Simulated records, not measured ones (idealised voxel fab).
process module | voxel air gaps
cross-section cut | 285 nm wide | cells 5 nm
A cross-section is a grid of square cells, given in bands from the top down. A band is one or more rows of cells.
Each band's line starts with the height of the band's top and of its bottom, in nm. Then come its materials from left to right, each with its width in nm. One material with "throughout" fills the band from edge to edge. "air" is empty space.
Height 0 is the level under which the wafer as received is all one material. The lowest band goes on downwards, as in "0 down".
A width such as "30 to 40" changes by the same amount from each row of cells to the next, from the band's top row to its bottom row.
"no change" after a step means that no cell of the cross-section changed.
closed voids: empty space of 8 cells or more with no open way to the top, each as width x height at its distance from the left edge, in nm
after a step's settings: what the simulator itself notes on the step
overlay nm, on a step with a mask: how far to the right of its planned place the mask lay; to the left if negative
plan
1 op RECEIVE | material Si
2 op CONFORMAL_DEP | material SiO2 | thk nm 10
3 op CONFORMAL_DEP | material SiN | thk nm 5
4 op DIRECTIONAL_DEP | material SiO2 | thk nm 30
5 op DIRECTIONAL_DEP | material aC | thk nm 15
6 op PATTERN | tone open | mask id LINES | material resist | width nm 25 | pitch nm 50 | thk nm 30 | overlay nm 0
7 op DIRECTIONAL_ETCH | etch materials aC | depth nm 15
8 op STRIP | etch materials resist
9 op DIRECTIONAL_ETCH | etch materials SiO2 | depth nm 30
10 op STRIP | etch materials aC
11 op CONFORMAL_DEP | material TiN | thk nm 5
12 op FILL_DEP | material Cu | thk nm 5
13 op CMP | height nm 45
14 op EPI | material Ru | thk nm 10
15 op SELECTIVE_ETCH | etch materials SiO2 | depth nm 40
16 op CONFORMAL_DEP | material SiN | thk nm 5
as received, after step 1
  0 down: Si throughout
  closed voids: none
first wafer at the end, as planned
  60 to 55: air 40 | SiN 205 | air 40
  55 to 45: air 40 | SiN 5 | Ru 45 | SiN 5 | Ru 45 | SiN 5 | Ru 45 | SiN 5 | Ru 45 | SiN 5 | air 40
  45 to 40: air 40 | SiN 15 | TiN 5 | Cu 15 | TiN 5 | SiN 25 | TiN 5 | Cu 15 | TiN 5 | SiN 25 | TiN 5 | Cu 15 | TiN 5 | SiN 25 | TiN 5 | Cu 15 | TiN 5 | SiN 15 | air 40
  40 to 20: air 50 | SiN 5 | TiN 5 | Cu 15 | TiN 5 | SiN 5 | air 15 | SiN 5 | TiN 5 | Cu 15 | TiN 5 | SiN 5 | air 15 | SiN 5 | TiN 5 | Cu 15 | TiN 5 | SiN 5 | air 15 | SiN 5 | TiN 5 | Cu 15 | TiN 5 | SiN 5 | air 50
  20 to 15: SiN 55 | TiN 25 | SiN 25 | TiN 25 | SiN 25 | TiN 25 | SiN 25 | TiN 25 | SiN 55
  15 to 10: SiN throughout
  10 to 0: SiO2 throughout
  0 down: Si throughout
  closed voids: 15 x 20 at 85; 15 x 20 at 135; 15 x 20 at 185
second wafer at the end: like start, like plan, one mistake
  70 to 65: air 30 | SiN 225 | air 30
  65 to 45: air 30 | SiN 5 | Ru 215 | SiN 5 | air 30
  45 to 40: air 30 | SiN 25 | TiN 5 | Cu 15 | TiN 5 | SiO2 25 | TiN 5 | Cu 15 | TiN 5 | SiO2 25 | TiN 5 | Cu 15 | TiN 5 | SiO2 25 | TiN 5 | Cu 15 | TiN 5 | SiN 25 | air 30
  40 to 20: air 50 | SiN 5 | TiN 5 | Cu 15 | TiN 5 | SiO2 25 | TiN 5 | Cu 15 | TiN 5 | SiO2 25 | TiN 5 | Cu 15 | TiN 5 | SiO2 25 | TiN 5 | Cu 15 | TiN 5 | SiN 5 | air 50
  20 to 15: SiN 55 | TiN 25 | SiO2 25 | TiN 25 | SiO2 25 | TiN 25 | SiO2 25 | TiN 25 | SiN 55
  15 to 10: SiN throughout
  10 to 0: SiO2 throughout
  0 down: Si throughout
  closed voids: none
what went wrong: step 14 was run twice
at the end the second wafer has, in cells: 100 more of Ru | 48 fewer of SiN | 90 more of SiO2
closed voids at the end (first wafer, second wafer): 3, 0
